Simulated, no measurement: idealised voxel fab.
Process module, titled voxel self aligned vias
It is cross-section cut that appears here, measuring 175 nm in width, its square cells being 5 nm in size.
Each cross-section below is a grid of square cells, stated as bands in top-down order, with one or more rows of cells making up each band. Within each band entry, the heights of the top and of the bottom of the band appear first, in that order and in nm; the materials of the band then follow from left to right, each with its corresponding width in nm. The designation "edge to edge" on a single material indicates that it fills the band from edge to edge; the designation "empty" indicates empty space. Height is counted from the level 0, under which the received wafer is composed throughout of one material. The lowest of the bands is not closed at the bottom but continues downward, in the notation "z 0 and below". It should be noted that a width expressed as "30->40" varies in equal increments from row to row of cells within the band, taking the value of the first number at the top row and that of the second number at the bottom row. You'll sometimes find "no change" written for a step, and that's the way of saying that nowhere in the cross-section did a cell change during that step. "Internal closed voids": empty spaces of 8 cells or more with no open way to the top, each given as width x height at distance, distance from the left edge, all in nm. It should be noted that, on the line of a given step, the content following the step's settings is a remark produced by the simulator itself with respect to that step. A step's line can hold "overlay nm"; with a mask on that step, the setting says how far right of the planned place the mask lay, while a negative setting says it lay to the left.

-- plan
1. RECEIVE | material Si
2. CONFORMAL_DEP | material SiO2 | thk nm 10
3. CONFORMAL_DEP | material SiCN | thk nm 5
4. DIRECTIONAL_DEP | material SiO2 | thk nm 25
5. MASKED_ETCH | tone open | mask id LINES | width nm 25 | pitch nm 65 | etch materials SiO2 | depth nm 25 | overlay nm 0
6. CONFORMAL_DEP | material TiN | thk nm 5
7. FILL_DEP | material Ru | thk nm 5
8. CMP | height nm 40
9. SELECTIVE_ETCH | etch materials W Ru TiN | depth nm 5
10. FILL_DEP | material SiN | thk nm 5
11. CMP | height nm 40
12. DIRECTIONAL_DEP | material SiO2 | thk nm 20
13. DIRECTIONAL_DEP | material aC | thk nm 15
14. PATTERN | tone open | mask id VIAS | material resist | width nm 35 | thk nm 35 | overlay nm 0
15. DIRECTIONAL_ETCH | etch materials aC | depth nm 15
16. STRIP | etch materials resist
17. DIRECTIONAL_ETCH | etch materials SiO2 | depth nm 20
18. DIRECTIONAL_ETCH | etch materials SiN | depth nm 5
19. STRIP | etch materials aC
20. CONFORMAL_DEP | material TiN | thk nm 5
21. FILL_DEP | material Cu | thk nm 5
22. CMP | height nm 60
23. CONFORMAL_DEP | material SiCN | thk nm 5

-- First wafer out of two, processed as planned

-- This is the cross-section of the wafer as we received it, i.e. after step 1
- z 0 and below | Si edge to edge
- Internal closed voids: none

-- Step 2 complete: cross-section through the wafer
- z 10 to 0 | SiO2 edge to edge
- Beneath the level 0, the cross-section is identical to its previous state.

-- Step 3 complete: cross-section through the wafer
- z 15 to 10 | SiCN edge to edge
- Beneath the level 10, the cross-section is identical to its previous state.

-- Step 4 complete: cross-section through the wafer
- z 40 to 15 | SiO2 edge to edge
- Beneath the level 15, the cross-section is identical to its previous state.

-- Step 5 complete: cross-section through the wafer
- z 40 to 15 | 40 SiO2, then 25 empty, then 40 SiO2, then 25 empty, then 45 SiO2
- Beneath the level 15, the cross-section is identical to its previous state.

-- Step 6 complete: cross-section through the wafer
- z 45 to 40 | 45 TiN, then 15 empty, then 50 TiN, then 15 empty, then 50 TiN
- z 40 to 20 | 40 SiO2, then 5 TiN, then 15 empty, then 5 TiN, then 40 SiO2, then 5 TiN, then 15 empty, then 5 TiN, then 45 SiO2
- z 20 to 15 | 40 SiO2, then 25 TiN, then 40 SiO2, then 25 TiN, then 45 SiO2
- Beneath the level 15, the cross-section is identical to its previous state.

-- Step 7 complete: cross-section through the wafer
- z 50 to 45 | Ru edge to edge
- z 45 to 40 | 45 TiN, then 15 Ru, then 50 TiN, then 15 Ru, then 50 TiN
- z 40 to 20 | 40 SiO2, then 5 TiN, then 15 Ru, then 5 TiN, then 40 SiO2, then 5 TiN, then 15 Ru, then 5 TiN, then 45 SiO2
- Beneath the level 20, the cross-section is identical to its previous state.

-- Step 8 complete: cross-section through the wafer
- z 40 to 20 | 40 SiO2, then 5 TiN, then 15 Ru, then 5 TiN, then 40 SiO2, then 5 TiN, then 15 Ru, then 5 TiN, then 45 SiO2
- Beneath the level 20, the cross-section is identical to its previous state.

-- Step 9 complete: cross-section through the wafer
- z 40 to 35 | 40 SiO2, then 25 empty, then 40 SiO2, then 25 empty, then 45 SiO2
- Beneath the level 35, the cross-section is identical to its previous state.

-- Step 10 complete: cross-section through the wafer
- z 45 to 40 | SiN edge to edge
- z 40 to 35 | 40 SiO2, then 25 SiN, then 40 SiO2, then 25 SiN, then 45 SiO2
- Beneath the level 35, the cross-section is identical to its previous state.

-- Step 11 complete: cross-section through the wafer
- z 40 to 35 | 40 SiO2, then 25 SiN, then 40 SiO2, then 25 SiN, then 45 SiO2
- Beneath the level 35, the cross-section is identical to its previous state.

-- Step 12 complete: cross-section through the wafer
- z 60 to 40 | SiO2 edge to edge
- Beneath the level 40, the cross-section is identical to its previous state.

-- Step 13 complete: cross-section through the wafer
- z 75 to 60 | aC edge to edge
- Beneath the level 60, the cross-section is identical to its previous state.

-- Step 14 complete: cross-section through the wafer
- z 110 to 75 | 35 resist, then 35 empty, then 105 resist
- Beneath the level 75, the cross-section is identical to its previous state.

-- Step 15 complete: cross-section through the wafer
- z 95 to 75 | 35 resist, then 35 empty, then 105 resist
- z 75 to 60 | 35 aC, then 35 empty, then 105 aC
- Beneath the level 60, the cross-section is identical to its previous state.

-- Step 16 complete: cross-section through the wafer
- z 75 to 60 | 35 aC, then 35 empty, then 105 aC
- Beneath the level 60, the cross-section is identical to its previous state.

-- Step 17 complete: cross-section through the wafer
- z 75 to 60 | 35 aC, then 35 empty, then 105 aC
- z 60 to 40 | 35 SiO2, then 35 empty, then 105 SiO2
- Beneath the level 40, the cross-section is identical to its previous state.

-- Step 18 complete: cross-section through the wafer
- z 75 to 60 | 35 aC, then 35 empty, then 105 aC
- z 60 to 40 | 35 SiO2, then 35 empty, then 105 SiO2
- z 40 to 35 | 40 SiO2, then 25 empty, then 40 SiO2, then 25 SiN, then 45 SiO2
- Beneath the level 35, the cross-section is identical to its previous state.

-- Step 19 complete: cross-section through the wafer
- z 60 to 40 | 35 SiO2, then 35 empty, then 105 SiO2
- Beneath the level 40, the cross-section is identical to its previous state.

-- Step 20 complete: cross-section through the wafer
- z 65 to 60 | 40 TiN, then 25 empty, then 110 TiN
- z 60 to 45 | 35 SiO2, then 5 TiN, then 25 empty, then 5 TiN, then 105 SiO2
- z 45 to 40 | 35 SiO2, then 10 TiN, then 15 empty, then 10 TiN, then 105 SiO2
- z 40 to 35 | 40 SiO2, then 25 TiN, then 40 SiO2, then 25 SiN, then 45 SiO2
- Beneath the level 35, the cross-section is identical to its previous state.

-- Step 21 complete: cross-section through the wafer
- z 70 to 65 | Cu edge to edge
- z 65 to 60 | 40 TiN, then 25 Cu, then 110 TiN
- z 60 to 45 | 35 SiO2, then 5 TiN, then 25 Cu, then 5 TiN, then 105 SiO2
- z 45 to 40 | 35 SiO2, then 10 TiN, then 15 Cu, then 10 TiN, then 105 SiO2
- Beneath the level 40, the cross-section is identical to its previous state.

-- Step 22 complete: cross-section through the wafer
- z 60 to 45 | 35 SiO2, then 5 TiN, then 25 Cu, then 5 TiN, then 105 SiO2
- Beneath the level 45, the cross-section is identical to its previous state.

-- Step 23 complete: cross-section through the wafer
- z 65 to 60 | SiCN edge to edge
- Beneath the level 60, the cross-section is identical to its previous state.

-- Notes, second wafer: start = first wafer's, plan = first wafer's, execution had one mistake; history identical to first through step 1

-- Cross-section of the second wafer at the time step 2 of the plan should have ended
- z 15 to 0 | SiO2 edge to edge
- Beneath the level 0, the cross-section is identical to its previous state.

-- Cross-section of the second wafer at the time step 3 of the plan should have ended
- z 20 to 15 | SiCN edge to edge
- Beneath the level 15, the cross-section is identical to its previous state.

-- Cross-section of the second wafer at the time step 4 of the plan should have ended
- z 45 to 20 | SiO2 edge to edge
- Beneath the level 20, the cross-section is identical to its previous state.

-- Cross-section of the second wafer at the time step 5 of the plan should have ended
- z 45 to 20 | 40 SiO2, then 25 empty, then 40 SiO2, then 25 empty, then 45 SiO2
- Beneath the level 20, the cross-section is identical to its previous state.

-- Cross-section of the second wafer at the time step 6 of the plan should have ended
- z 50 to 45 | 45 TiN, then 15 empty, then 50 TiN, then 15 empty, then 50 TiN
- z 45 to 25 | 40 SiO2, then 5 TiN, then 15 empty, then 5 TiN, then 40 SiO2, then 5 TiN, then 15 empty, then 5 TiN, then 45 SiO2
- z 25 to 20 | 40 SiO2, then 25 TiN, then 40 SiO2, then 25 TiN, then 45 SiO2
- Beneath the level 20, the cross-section is identical to its previous state.

-- Cross-section of the second wafer at the time step 7 of the plan should have ended
- z 55 to 50 | Ru edge to edge
- z 50 to 45 | 45 TiN, then 15 Ru, then 50 TiN, then 15 Ru, then 50 TiN
- z 45 to 25 | 40 SiO2, then 5 TiN, then 15 Ru, then 5 TiN, then 40 SiO2, then 5 TiN, then 15 Ru, then 5 TiN, then 45 SiO2
- Beneath the level 25, the cross-section is identical to its previous state.

-- Cross-section of the second wafer at the time step 8 of the plan should have ended
- z 40 to 25 | 40 SiO2, then 5 TiN, then 15 Ru, then 5 TiN, then 40 SiO2, then 5 TiN, then 15 Ru, then 5 TiN, then 45 SiO2
- Beneath the level 25, the cross-section is identical to its previous state.

-- Cross-section of the second wafer at the time step 9 of the plan should have ended
- z 40 to 35 | 40 SiO2, then 25 empty, then 40 SiO2, then 25 empty, then 45 SiO2
- Beneath the level 35, the cross-section is identical to its previous state.

-- Cross-section of the second wafer at the time step 10 of the plan should have ended
- z 45 to 40 | SiN edge to edge
- z 40 to 35 | 40 SiO2, then 25 SiN, then 40 SiO2, then 25 SiN, then 45 SiO2
- Beneath the level 35, the cross-section is identical to its previous state.

-- Cross-section of the second wafer at the time step 11 of the plan should have ended
- z 40 to 35 | 40 SiO2, then 25 SiN, then 40 SiO2, then 25 SiN, then 45 SiO2
- Beneath the level 35, the cross-section is identical to its previous state.

-- Cross-section of the second wafer at the time step 12 of the plan should have ended
- z 60 to 40 | SiO2 edge to edge
- Beneath the level 40, the cross-section is identical to its previous state.

-- Cross-section of the second wafer at the time step 13 of the plan should have ended
- z 75 to 60 | aC edge to edge
- Beneath the level 60, the cross-section is identical to its previous state.

-- Cross-section of the second wafer at the time step 14 of the plan should have ended
- z 110 to 75 | 35 resist, then 35 empty, then 105 resist
- Beneath the level 75, the cross-section is identical to its previous state.

-- Cross-section of the second wafer at the time step 15 of the plan should have ended
- z 95 to 75 | 35 resist, then 35 empty, then 105 resist
- z 75 to 60 | 35 aC, then 35 empty, then 105 aC
- Beneath the level 60, the cross-section is identical to its previous state.

-- Cross-section of the second wafer at the time step 16 of the plan should have ended
- z 75 to 60 | 35 aC, then 35 empty, then 105 aC
- Beneath the level 60, the cross-section is identical to its previous state.

-- Cross-section of the second wafer at the time step 17 of the plan should have ended
- z 75 to 60 | 35 aC, then 35 empty, then 105 aC
- z 60 to 40 | 35 SiO2, then 35 empty, then 105 SiO2
- Beneath the level 40, the cross-section is identical to its previous state.

-- Cross-section of the second wafer at the time step 18 of the plan should have ended
- z 75 to 60 | 35 aC, then 35 empty, then 105 aC
- z 60 to 40 | 35 SiO2, then 35 empty, then 105 SiO2
- z 40 to 35 | 40 SiO2, then 25 empty, then 40 SiO2, then 25 SiN, then 45 SiO2
- Beneath the level 35, the cross-section is identical to its previous state.

-- Cross-section of the second wafer at the time step 19 of the plan should have ended
- z 60 to 40 | 35 SiO2, then 35 empty, then 105 SiO2
- Beneath the level 40, the cross-section is identical to its previous state.

-- Cross-section of the second wafer at the time step 20 of the plan should have ended
- z 65 to 60 | 40 TiN, then 25 empty, then 110 TiN
- z 60 to 45 | 35 SiO2, then 5 TiN, then 25 empty, then 5 TiN, then 105 SiO2
- z 45 to 40 | 35 SiO2, then 10 TiN, then 15 empty, then 10 TiN, then 105 SiO2
- z 40 to 35 | 40 SiO2, then 25 TiN, then 40 SiO2, then 25 SiN, then 45 SiO2
- Beneath the level 35, the cross-section is identical to its previous state.

-- Cross-section of the second wafer at the time step 21 of the plan should have ended
- z 70 to 65 | Cu edge to edge
- z 65 to 60 | 40 TiN, then 25 Cu, then 110 TiN
- z 60 to 45 | 35 SiO2, then 5 TiN, then 25 Cu, then 5 TiN, then 105 SiO2
- z 45 to 40 | 35 SiO2, then 10 TiN, then 15 Cu, then 10 TiN, then 105 SiO2
- Beneath the level 40, the cross-section is identical to its previous state.

-- Cross-section of the second wafer at the time step 22 of the plan should have ended
- z 60 to 45 | 35 SiO2, then 5 TiN, then 25 Cu, then 5 TiN, then 105 SiO2
- Beneath the level 45, the cross-section is identical to its previous state.

-- Cross-section of the second wafer at the time step 23 of the plan should have ended
- z 65 to 60 | SiCN edge to edge
- Beneath the level 60, the cross-section is identical to its previous state.
Plan not followed: step 2 was not run as planned; what actually ran was CONFORMAL_DEP | material SiO2 | thk nm 15
Wafer comparison, final, in cells, second relative to first, materials more or fewer: -6 Ru | +10 SiO2 | -4 TiN
